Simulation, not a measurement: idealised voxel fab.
The process module presented herein is designated voxel capacitor over wiring.
We display cut, a cross-section 155 nm in width whose square cells are each 5 nm.
Throughout this document, each cross-section is represented as a grid of square cells and is presented as a sequence of bands enumerated from the top downward, where a band comprises one or more rows of cells. In this notation a band is specified by the heights of its top and bottom, in that order and in nm, after which its materials appear from left to right, each paired with its width in nm. The word "throughout" attached to a single material means that material fills the band from edge to edge; the word "blank" stands for empty space. Below 0: as-received wafer, all one material; heights counted from there. Lowest band: no bottom, goes on down, written "z 0 and below". Width spec "30..40" -> top row of cells at first value, bottom row at second value, equal per-row change in between. "left unchanged" means the step left every cell of the cross-section as it was. "Enclosed voids" specifies each empty space that is not open to the top and that occupies no fewer than 8 cells, using the form width x height at distance, the distance measured from the left edge and all three quantities in nm. Whatever follows a step's settings on its line is a remark the simulator itself makes about that step. "overlay nm" answers the question of how far to the right of plan the mask lay on a step that has a mask, and when it is negative the answer is to the left.
So here's the lineup of process steps we planned:
| 1 | RECEIVE | material Si |
| 2 | CONFORMAL_DEP | material SiO2 | thk nm 10 |
| 3 | DIRECTIONAL_DEP | material TiN | thk nm 5 |
| 4 | DIRECTIONAL_DEP | material Ru | thk nm 25 |
| 5 | MASKED_ETCH | tone cover | mask id METAL_1 | width nm 30 | pitch nm 85 | etch materials Ru | depth nm 25 | overlay nm 0 |
| 6 | MASKED_ETCH | tone cover | mask id METAL_1 | width nm 30 | pitch nm 85 | etch materials TiN | depth nm 5 | overlay nm 0 |
| 7 | CONFORMAL_DEP | material SiN | thk nm 5 |
| 8 | FILL_DEP | material lowk | thk nm 5 |
| 9 | CMP | height nm 40 |
| 10 | CONFORMAL_DEP | material SiCN | thk nm 5 |
| 11 | DIRECTIONAL_DEP | material SiO2 | thk nm 20 |
| 12 | PATTERN | tone open | mask id PLUG_1 | material resist | width nm 15 | thk nm 20 | overlay nm 0 |
| 13 | DIRECTIONAL_ETCH | etch materials SiO2 | depth nm 20 |
| 14 | DIRECTIONAL_ETCH | etch materials SiCN | depth nm 5 |
| 15 | STRIP | etch materials resist |
| 16 | EPI | material Ru | thk nm 10 |
| 17 | EPI | material Ru | thk nm 10 |
| 18 | EPI | material Ru | thk nm 5 |
| 19 | DIRECTIONAL_DEP | material TiN | thk nm 10 |
| 20 | DIRECTIONAL_DEP | material Al2O3 | thk nm 5 |
| 21 | DIRECTIONAL_DEP | material TiN | thk nm 10 |
| 22 | MASKED_ETCH | tone cover | mask id UPPER_PLATE | width nm 60 | etch materials TiN | depth nm 10 | overlay nm 0 |
| 23 | MASKED_ETCH | tone cover | mask id UPPER_PLATE | width nm 60 | etch materials Al2O3 | depth nm 5 | overlay nm 0 |
| 24 | MASKED_ETCH | tone cover | mask id LOWER_PLATE | width nm 70 | etch materials TiN | depth nm 10 | overlay nm 0 |
| 25 | FILL_DEP | material SiO2 | thk nm 15 |
| 26 | CMP | height nm 100 |
| 27 | MASKED_ETCH | tone open | mask id PLUG_2 | width nm 15 | etch materials SiO2 | depth nm 10 | overlay nm 0 |
| 28 | CONFORMAL_DEP | material TiN | thk nm 5 |
| 29 | FILL_DEP | material Cu | thk nm 10 |
| 30 | CMP | height nm 100 |
| 31 | CONFORMAL_DEP | material SiCN | thk nm 5 |
Incoming wafer in cross-section (state: after step 1):
* z 0 and below | Si throughout
* Enclosed voids: none
End-of-module cross-section. Starting structure and process plan as above; one mistake made in running it:
* z 105 to 100 | SiCN throughout
* z 100 to 95 | SiO2 45 nm, TiN 5 nm, Cu 5 nm, TiN 5 nm, SiO2 95 nm
* z 95 to 90 | SiO2 45 nm, TiN 15 nm, SiO2 95 nm
* z 90 to 80 | SiO2 35 nm, TiN 15 nm, SiO2 30 nm, TiN 15 nm, SiO2 60 nm
* z 80 to 75 | SiO2 35 nm, Al2O3 15 nm, SiO2 30 nm, Al2O3 15 nm, SiO2 60 nm
* z 75 to 65 | SiO2 30 nm, TiN 20 nm, SiO2 30 nm, TiN 20 nm, SiO2 55 nm
* z 65 to 55 | Ru 35 nm, SiO2 15 nm, TiN 30 nm, Ru 75 nm
* z 55 to 50 | Ru 35 nm, SiO2 15 nm, Al2O3 30 nm, Ru 75 nm
* z 50 to 45 | Ru 35 nm, SiO2 15 nm, TiN 30 nm, Ru 75 nm
* z 45 to 40 | Ru 35 nm, SiCN 15 nm, TiN 30 nm, Ru 75 nm
* z 40 to 15 | lowk 15 nm, SiN 5 nm, Ru 30 nm, SiN 5 nm, lowk 45 nm, SiN 5 nm, Ru 30 nm, SiN 5 nm, lowk 15 nm
* z 15 to 10 | SiN 20 nm, TiN 30 nm, SiN 55 nm, TiN 30 nm, SiN 20 nm
* z 10 to 0 | SiO2 throughout
* z 0 and below | Si throughout
* Enclosed voids: none
Processing error: step 12 ran with different settings than intended, the actual operation and settings being PATTERN | tone cover | mask id PLUG_1 | material resist | width nm 15 | thk nm 20 | overlay nm 0
